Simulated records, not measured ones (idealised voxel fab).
Process module name: voxel wiring stack
We display cut, a cross-section 255 nm in width whose square cells are each 5 nm.
Cross-section spec: square-cell grid; bands listed top down; each band is one or more rows.
Quick guide to a band line: top height, bottom height (nm) up front; then every material left to right with its width in nm. Only one material and it's marked "all across"? Then it fills the band edge to edge. And "blank" just means empty space.
Heads up on the height convention: 0 is the point under which the incoming wafer is all one material, and the lowest band has no bottom, it just keeps going down, like "from 0 down".
Graded width ("30 to 40"): value in top row of band = first number; value in bottom row = second number; row-to-row change constant.
You'll sometimes find "nothing altered" written for a step, and that's the way of saying that nowhere in the cross-section did a cell change during that step.
This entry, "Tabulated closed voids", enumerates those empty regions of no fewer than 8 cells that possess no open connection to the top. Each region is reported in the form width x height at distance, the distance being taken from the left edge, with all three quantities expressed in nm.
after a step's settings: what the simulator itself notes on the step
Among the settings permitted on a step's line is "overlay nm"; applied to a step with a mask, it specifies the extent to which the mask lay to the right of its planned position, whereas a negative figure signifies a position to the left.

### plan
| 1 | op RECEIVE | material Si |
| 2 | op CONFORMAL_DEP | material SiO2 | thk nm 10 |
| 3 | op DIRECTIONAL_DEP | material TiN | thk nm 5 |
| 4 | op DIRECTIONAL_DEP | material Ru | thk nm 25 |
| 5 | op PATTERN | tone cover | mask id METAL_1 | material resist | width nm 25 | pitch nm 55 | thk nm 15 | overlay nm 0 |
| 6 | op DIRECTIONAL_ETCH | etch materials Ru | depth nm 25 |
| 7 | op DIRECTIONAL_ETCH | etch materials TiN | depth nm 5 |
| 8 | op STRIP | etch materials resist |
| 9 | op FILL_DEP | material SiO2 | thk nm 5 |
| 10 | op CMP | height nm 40 |
| 11 | op CONFORMAL_DEP | material SiCN | thk nm 5 |
| 12 | op DIRECTIONAL_DEP | material lowk | thk nm 20 |
| 13 | op MASKED_ETCH | tone open | mask id PLUG_1 | width nm 15 | pitch nm 55 | etch materials lowk | depth nm 20 | overlay nm 0 |
| 14 | op MASKED_ETCH | tone open | mask id PLUG_1 | width nm 15 | pitch nm 55 | etch materials SiCN | depth nm 5 | overlay nm 0 |
| 15 | op CONFORMAL_DEP | material TiN | thk nm 5 |
| 16 | op FILL_DEP | material W | thk nm 5 |
| 17 | op CMP | height nm 65 |
| 18 | op CONFORMAL_DEP | material SiN | thk nm 5 |
| 19 | op DIRECTIONAL_DEP | material lowk | thk nm 20 |
| 20 | op MASKED_ETCH | tone open | mask id METAL_2 | width nm 25 | pitch nm 55 | etch materials lowk | depth nm 20 | overlay nm 0 |
| 21 | op MASKED_ETCH | tone open | mask id METAL_2 | width nm 25 | pitch nm 55 | etch materials SiN | depth nm 5 | overlay nm 0 |
| 22 | op CONFORMAL_DEP | material TiN | thk nm 5 |
| 23 | op FILL_DEP | material Cu | thk nm 10 |
| 24 | op CMP | height nm 90 |
| 25 | op CONFORMAL_DEP | material SiCN | thk nm 5 |

### Cross-section of the wafer at receipt, which is the condition after step 1
* from 0 down = Si all across
* Tabulated closed voids: none

### Module complete, cross-section. Starting point and plan per above. One mistake made in running the module
* from 95 to 90 = SiCN all across
* from 90 to 70 = lowk=30, TiN=5, Cu=15, TiN=5, lowk=30, TiN=5, Cu=15, TiN=5, lowk=30, TiN=5, Cu=15, TiN=5, lowk=30, TiN=5, Cu=15, TiN=5, lowk=35
* from 70 to 65 = SiN=30, TiN=25, SiN=30, TiN=25, SiN=30, TiN=25, SiN=30, TiN=25, SiN=35
* from 65 to 45 = lowk=30, TiN=5, W=5, TiN=5, lowk=40, TiN=5, W=5, TiN=5, lowk=40, TiN=5, W=5, TiN=5, lowk=40, TiN=5, W=5, TiN=5, lowk=45
* from 45 to 40 = SiCN=30, TiN=15, SiCN=40, TiN=15, SiCN=40, TiN=15, SiCN=40, TiN=15, SiCN=45
* from 40 to 35 = SiO2=30, TiN=25, SiO2=30, TiN=25, SiO2=30, TiN=25, SiO2=30, TiN=25, SiO2=35
* from 35 to 10 = Ru all across
* from 10 to 0 = SiO2 all across
* from 0 down = Si all across
* Tabulated closed voids: none
Diagnosis: swap of plan steps 3 and 4 during execution
